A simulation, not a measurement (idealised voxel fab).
Process module name: voxel capacitor over wiring
Cross-section cut: width 150 nm, square cells of 5 nm.
Heads up, the way a cross-section reads in here is a grid of square cells, handed over as bands from the top down, with every band being one or more rows of cells. Each band's line starts with the height of the band's top and of its bottom, in nm. Then come its materials from left to right, each with its width in nm. One material with "full width" fills the band from edge to edge. "blank" is empty space. Heads up on the height convention: 0 is the point under which the incoming wafer is all one material, and the lowest band has no bottom, it just keeps going down, like "0 down". Graded width ("30->40"): value in top row of band = first number; value in bottom row = second number; row-to-row change constant. Step note "everything unchanged" = no cross-section cell changed. "Closed internal cavities" lists enclosed empty spaces (at least 8 cells, no open path upward to the top), each as width x height at distance from the left edge, in nm. Step line, after settings: the simulator's comment on this step. overlay nm: mask right of planned place by this much (step with mask). Neg. = left.

The steps planned for the process are as follows
- 1: RECEIVE (material Si)
- 2: CONFORMAL_DEP (material SiO2; thk nm 15)
- 3: CONFORMAL_DEP (material SiCN; thk nm 5)
- 4: DIRECTIONAL_DEP (material lowk; thk nm 20)
- 5: DIRECTIONAL_DEP (material aC; thk nm 15)
- 6: PATTERN (tone open; mask id METAL_1; material resist; width nm 20; pitch nm 90; thk nm 35; overlay nm 0)
- 7: DIRECTIONAL_ETCH (etch materials aC; depth nm 15)
- 8: STRIP (etch materials resist)
- 9: DIRECTIONAL_ETCH (etch materials lowk; depth nm 20)
- 10: DIRECTIONAL_ETCH (etch materials SiCN; depth nm 5)
- 11: STRIP (etch materials aC)
- 12: CONFORMAL_DEP (material TiN; thk nm 5)
- 13: FILL_DEP (material Cu; thk nm 10)
- 14: CMP (height nm 40)
- 15: CONFORMAL_DEP (material SiCN; thk nm 5)
- 16: DIRECTIONAL_DEP (material SiO2; thk nm 10)
- 17: DIRECTIONAL_DEP (material aC; thk nm 10)
- 18: PATTERN (tone open; mask id PLUG_1; material resist; width nm 15; thk nm 25; overlay nm 0)
- 19: DIRECTIONAL_ETCH (etch materials aC; depth nm 10)
- 20: STRIP (etch materials resist)
- 21: DIRECTIONAL_ETCH (etch materials SiO2; depth nm 10)
- 22: DIRECTIONAL_ETCH (etch materials SiCN; depth nm 5)
- 23: STRIP (etch materials aC)
- 24: EPI (material Ru; thk nm 10)
- 25: EPI (material Ru; thk nm 5)
- 26: DIRECTIONAL_DEP (material TiN; thk nm 10)
- 27: DIRECTIONAL_DEP (material SiN; thk nm 5)
- 28: DIRECTIONAL_DEP (material TiN; thk nm 10)
- 29: MASKED_ETCH (tone cover; mask id UPPER_PLATE; width nm 75; etch materials TiN; depth nm 10; overlay nm 0)
- 30: MASKED_ETCH (tone cover; mask id UPPER_PLATE; width nm 75; etch materials SiN; depth nm 5; overlay nm 0)
- 31: MASKED_ETCH (tone cover; mask id LOWER_PLATE; width nm 85; etch materials TiN; depth nm 10; overlay nm 0)
- 32: FILL_DEP (material SiO2; thk nm 15)
- 33: CMP (height nm 90)
- 34: MASKED_ETCH (tone open; mask id PLUG_2; width nm 15; etch materials SiO2; depth nm 10; overlay nm 0)
- 35: CONFORMAL_DEP (material TiN; thk nm 5)
- 36: FILL_DEP (material Cu; thk nm 10)
- 37: CMP (height nm 90)
- 38: CONFORMAL_DEP (material SiCN; thk nm 5)

The first of a set of two wafers, run to plan

Cross-section of the wafer at receipt, which is the condition after step 1
> 0 down: Si full width
> Closed internal cavities: none

Step 2 done - wafer cross-section
> 15 to 0: SiO2 full width
> Beneath the level 0, the cross-section is identical to its previous state.

Step 3 done - wafer cross-section
> 20 to 15: SiCN full width
> Beneath the level 15, the cross-section is identical to its previous state.

Step 4 done - wafer cross-section
> 40 to 20: lowk full width
> Beneath the level 20, the cross-section is identical to its previous state.

Step 5 done - wafer cross-section
> 55 to 40: aC full width
> Beneath the level 40, the cross-section is identical to its previous state.

Step 6 done - wafer cross-section
> 90 to 55: resist (20), then blank (20), then resist (70), then blank (20), then resist (20)
> Beneath the level 55, the cross-section is identical to its previous state.

Step 7 done - wafer cross-section
> 75 to 55: resist (20), then blank (20), then resist (70), then blank (20), then resist (20)
> 55 to 40: aC (20), then blank (20), then aC (70), then blank (20), then aC (20)
> Beneath the level 40, the cross-section is identical to its previous state.

Step 8 done - wafer cross-section
> 55 to 40: aC (20), then blank (20), then aC (70), then blank (20), then aC (20)
> Beneath the level 40, the cross-section is identical to its previous state.

Step 9 done - wafer cross-section
> 55 to 40: aC (20), then blank (20), then aC (70), then blank (20), then aC (20)
> 40 to 20: lowk (20), then blank (20), then lowk (70), then blank (20), then lowk (20)
> Beneath the level 20, the cross-section is identical to its previous state.

Step 10 done - wafer cross-section
> 55 to 40: aC (20), then blank (20), then aC (70), then blank (20), then aC (20)
> 40 to 20: lowk (20), then blank (20), then lowk (70), then blank (20), then lowk (20)
> 20 to 15: SiCN (20), then blank (20), then SiCN (70), then blank (20), then SiCN (20)
> Beneath the level 15, the cross-section is identical to its previous state.

Step 11 done - wafer cross-section
> 40 to 20: lowk (20), then blank (20), then lowk (70), then blank (20), then lowk (20)
> Beneath the level 20, the cross-section is identical to its previous state.

Step 12 done - wafer cross-section
> 45 to 40: TiN (25), then blank (10), then TiN (80), then blank (10), then TiN (25)
> 40 to 20: lowk (20), then TiN (5), then blank (10), then TiN (5), then lowk (70), then TiN (5), then blank (10), then TiN (5), then lowk (20)
> 20 to 15: SiCN (20), then TiN (20), then SiCN (70), then TiN (20), then SiCN (20)
> Beneath the level 15, the cross-section is identical to its previous state.

Step 13 done - wafer cross-section
> 55 to 45: Cu full width
> 45 to 40: TiN (25), then Cu (10), then TiN (80), then Cu (10), then TiN (25)
> 40 to 20: lowk (20), then TiN (5), then Cu (10), then TiN (5), then lowk (70), then TiN (5), then Cu (10), then TiN (5), then lowk (20)
> Beneath the level 20, the cross-section is identical to its previous state.

Step 14 done - wafer cross-section
> 40 to 20: lowk (20), then TiN (5), then Cu (10), then TiN (5), then lowk (70), then TiN (5), then Cu (10), then TiN (5), then lowk (20)
> Beneath the level 20, the cross-section is identical to its previous state.

Step 15 done - wafer cross-section
> 45 to 40: SiCN full width
> Beneath the level 40, the cross-section is identical to its previous state.

Step 16 done - wafer cross-section
> 55 to 45: SiO2 full width
> Beneath the level 45, the cross-section is identical to its previous state.

Step 17 done - wafer cross-section
> 65 to 55: aC full width
> Beneath the level 55, the cross-section is identical to its previous state.

Step 18 done - wafer cross-section
> 90 to 65: resist (25), then blank (15), then resist (110)
> Beneath the level 65, the cross-section is identical to its previous state.

Step 19 done - wafer cross-section
> 80 to 65: resist (25), then blank (15), then resist (110)
> 65 to 55: aC (25), then blank (15), then aC (110)
> Beneath the level 55, the cross-section is identical to its previous state.

Step 20 done - wafer cross-section
> 65 to 55: aC (25), then blank (15), then aC (110)
> Beneath the level 55, the cross-section is identical to its previous state.

Step 21 done - wafer cross-section
> 65 to 55: aC (25), then blank (15), then aC (110)
> 55 to 45: SiO2 (25), then blank (15), then SiO2 (110)
> Beneath the level 45, the cross-section is identical to its previous state.

Step 22 done - wafer cross-section
> 65 to 55: aC (25), then blank (15), then aC (110)
> 55 to 45: SiO2 (25), then blank (15), then SiO2 (110)
> 45 to 40: SiCN (25), then blank (15), then SiCN (110)
> Beneath the level 40, the cross-section is identical to its previous state.

Step 23 done - wafer cross-section
> 55 to 45: SiO2 (25), then blank (15), then SiO2 (110)
> Beneath the level 45, the cross-section is identical to its previous state.

Step 24 done - wafer cross-section
> 55 to 50: SiO2 (25), then blank (15), then SiO2 (110)
> 50 to 45: SiO2 (25), then Ru (15), then SiO2 (110)
> 45 to 40: SiCN (25), then Ru (15), then SiCN (110)
> Beneath the level 40, the cross-section is identical to its previous state.

Step 25 done - wafer cross-section
> 55 to 45: SiO2 (25), then Ru (15), then SiO2 (110)
> Beneath the level 45, the cross-section is identical to its previous state.

Step 26 done - wafer cross-section
> 65 to 55: TiN full width
> Beneath the level 55, the cross-section is identical to its previous state.

Step 27 done - wafer cross-section
> 70 to 65: SiN full width
> Beneath the level 65, the cross-section is identical to its previous state.

Step 28 done - wafer cross-section
> 80 to 70: TiN full width
> Beneath the level 70, the cross-section is identical to its previous state.

Step 29 done - wafer cross-section
> 80 to 70: blank (25), then TiN (75), then blank (50)
> Beneath the level 70, the cross-section is identical to its previous state.

Step 30 done - wafer cross-section
> 80 to 70: blank (25), then TiN (75), then blank (50)
> 70 to 65: blank (25), then SiN (75), then blank (50)
> Beneath the level 65, the cross-section is identical to its previous state.

Step 31 done - wafer cross-section
> 80 to 70: blank (25), then TiN (75), then blank (50)
> 70 to 65: blank (25), then SiN (75), then blank (50)
> 65 to 55: blank (20), then TiN (85), then blank (45)
> Beneath the level 55, the cross-section is identical to its previous state.

Step 32 done - wafer cross-section
> 95 to 80: SiO2 full width
> 80 to 70: SiO2 (25), then TiN (75), then SiO2 (50)
> 70 to 65: SiO2 (25), then SiN (75), then SiO2 (50)
> 65 to 55: SiO2 (20), then TiN (85), then SiO2 (45)
> Beneath the level 55, the cross-section is identical to its previous state.

Step 33 done - wafer cross-section
> 90 to 80: SiO2 full width
> Beneath the level 80, the cross-section is identical to its previous state.

Step 34 done - wafer cross-section
> 90 to 80: SiO2 (35), then blank (15), then SiO2 (100)
> Beneath the level 80, the cross-section is identical to its previous state.

Step 35 done - wafer cross-section
> 95 to 90: TiN (40), then blank (5), then TiN (105)
> 90 to 85: SiO2 (35), then TiN (5), then blank (5), then TiN (5), then SiO2 (100)
> 85 to 80: SiO2 (35), then TiN (15), then SiO2 (100)
> Beneath the level 80, the cross-section is identical to its previous state.

Step 36 done - wafer cross-section
> 105 to 95: Cu full width
> 95 to 90: TiN (40), then Cu (5), then TiN (105)
> 90 to 85: SiO2 (35), then TiN (5), then Cu (5), then TiN (5), then SiO2 (100)
> Beneath the level 85, the cross-section is identical to its previous state.

Step 37 done - wafer cross-section
> 90 to 85: SiO2 (35), then TiN (5), then Cu (5), then TiN (5), then SiO2 (100)
> Beneath the level 85, the cross-section is identical to its previous state.

Step 38 done - wafer cross-section
> 95 to 90: SiCN full width
> Beneath the level 90, the cross-section is identical to its previous state.

For the second wafer, take the first wafer's start and plan, then add one mistake made in running it; everything through step 14, that step included, is shared with the first

X-section, second wafer, when step 15 was due to finish
> 45 to 40: lowk full width
> Beneath the level 40, the cross-section is identical to its previous state.

X-section, second wafer, when step 16 was due to finish
> 55 to 45: SiO2 full width
> Beneath the level 45, the cross-section is identical to its previous state.

X-section, second wafer, when step 17 was due to finish
> 65 to 55: aC full width
> Beneath the level 55, the cross-section is identical to its previous state.

X-section, second wafer, when step 18 was due to finish
> 90 to 65: resist (25), then blank (15), then resist (110)
> Beneath the level 65, the cross-section is identical to its previous state.

X-section, second wafer, when step 19 was due to finish
> 80 to 65: resist (25), then blank (15), then resist (110)
> 65 to 55: aC (25), then blank (15), then aC (110)
> Beneath the level 55, the cross-section is identical to its previous state.

X-section, second wafer, when step 20 was due to finish
> 65 to 55: aC (25), then blank (15), then aC (110)
> Beneath the level 55, the cross-section is identical to its previous state.

X-section, second wafer, when step 21 was due to finish
> 65 to 55: aC (25), then blank (15), then aC (110)
> 55 to 45: SiO2 (25), then blank (15), then SiO2 (110)
> Beneath the level 45, the cross-section is identical to its previous state.

X-section, second wafer, when step 22 was due to finish: everything unchanged

X-section, second wafer, when step 23 was due to finish
> 55 to 45: SiO2 (25), then blank (15), then SiO2 (110)
> Beneath the level 45, the cross-section is identical to its previous state.

X-section, second wafer, when step 24 was due to finish: everything unchanged

X-section, second wafer, when step 25 was due to finish: everything unchanged

X-section, second wafer, when step 26 was due to finish
> 65 to 55: TiN (25), then blank (15), then TiN (110)
> 55 to 45: SiO2 (25), then TiN (15), then SiO2 (110)
> Beneath the level 45, the cross-section is identical to its previous state.

X-section, second wafer, when step 27 was due to finish
> 70 to 65: SiN (25), then blank (15), then SiN (110)
> 65 to 60: TiN (25), then blank (15), then TiN (110)
> 60 to 55: TiN (25), then SiN (15), then TiN (110)
> Beneath the level 55, the cross-section is identical to its previous state.

X-section, second wafer, when step 28 was due to finish
> 80 to 70: TiN (25), then blank (15), then TiN (110)
> 70 to 65: SiN (25), then TiN (15), then SiN (110)
> 65 to 60: TiN full width
> Beneath the level 60, the cross-section is identical to its previous state.

X-section, second wafer, when step 29 was due to finish
> 80 to 70: blank (40), then TiN (60), then blank (50)
> Beneath the level 70, the cross-section is identical to its previous state.

X-section, second wafer, when step 30 was due to finish
> 80 to 70: blank (40), then TiN (60), then blank (50)
> 70 to 65: blank (25), then TiN (15), then SiN (60), then blank (50)
> Beneath the level 65, the cross-section is identical to its previous state.

X-section, second wafer, when step 31 was due to finish
> 80 to 70: blank (40), then TiN (60), then blank (50)
> 70 to 65: blank (25), then TiN (15), then SiN (60), then blank (50)
> 65 to 60: blank (20), then TiN (85), then blank (45)
> 60 to 55: blank (20), then TiN (5), then SiN (15), then TiN (65), then blank (45)
> Beneath the level 55, the cross-section is identical to its previous state.

X-section, second wafer, when step 32 was due to finish
> 95 to 80: SiO2 full width
> 80 to 70: SiO2 (40), then TiN (60), then SiO2 (50)
> 70 to 65: SiO2 (25), then TiN (15), then SiN (60), then SiO2 (50)
> 65 to 60: SiO2 (20), then TiN (85), then SiO2 (45)
> 60 to 55: SiO2 (20), then TiN (5), then SiN (15), then TiN (65), then SiO2 (45)
> Beneath the level 55, the cross-section is identical to its previous state.

X-section, second wafer, when step 33 was due to finish
> 90 to 80: SiO2 full width
> Beneath the level 80, the cross-section is identical to its previous state.

X-section, second wafer, when step 34 was due to finish
> 90 to 80: SiO2 (35), then blank (15), then SiO2 (100)
> Beneath the level 80, the cross-section is identical to its previous state.

X-section, second wafer, when step 35 was due to finish
> 95 to 90: TiN (40), then blank (5), then TiN (105)
> 90 to 85: SiO2 (35), then TiN (5), then blank (5), then TiN (5), then SiO2 (100)
> 85 to 80: SiO2 (35), then TiN (15), then SiO2 (100)
> Beneath the level 80, the cross-section is identical to its previous state.

X-section, second wafer, when step 36 was due to finish
> 105 to 95: Cu full width
> 95 to 90: TiN (40), then Cu (5), then TiN (105)
> 90 to 85: SiO2 (35), then TiN (5), then Cu (5), then TiN (5), then SiO2 (100)
> Beneath the level 85, the cross-section is identical to its previous state.

X-section, second wafer, when step 37 was due to finish
> 90 to 85: SiO2 (35), then TiN (5), then Cu (5), then TiN (5), then SiO2 (100)
> Beneath the level 85, the cross-section is identical to its previous state.

X-section, second wafer, when step 38 was due to finish
> 95 to 90: SiCN full width
> Beneath the level 90, the cross-section is identical to its previous state.
Deviation noted in wafer processing: step 15 ran with different settings than intended, the actual operation and settings being CONFORMAL_DEP (material lowk; thk nm 5)
At the finish, the second wafer shows more or fewer cells for some materials than the first does: -9 Ru, -27 SiCN, +6 SiO2, +30 lowk
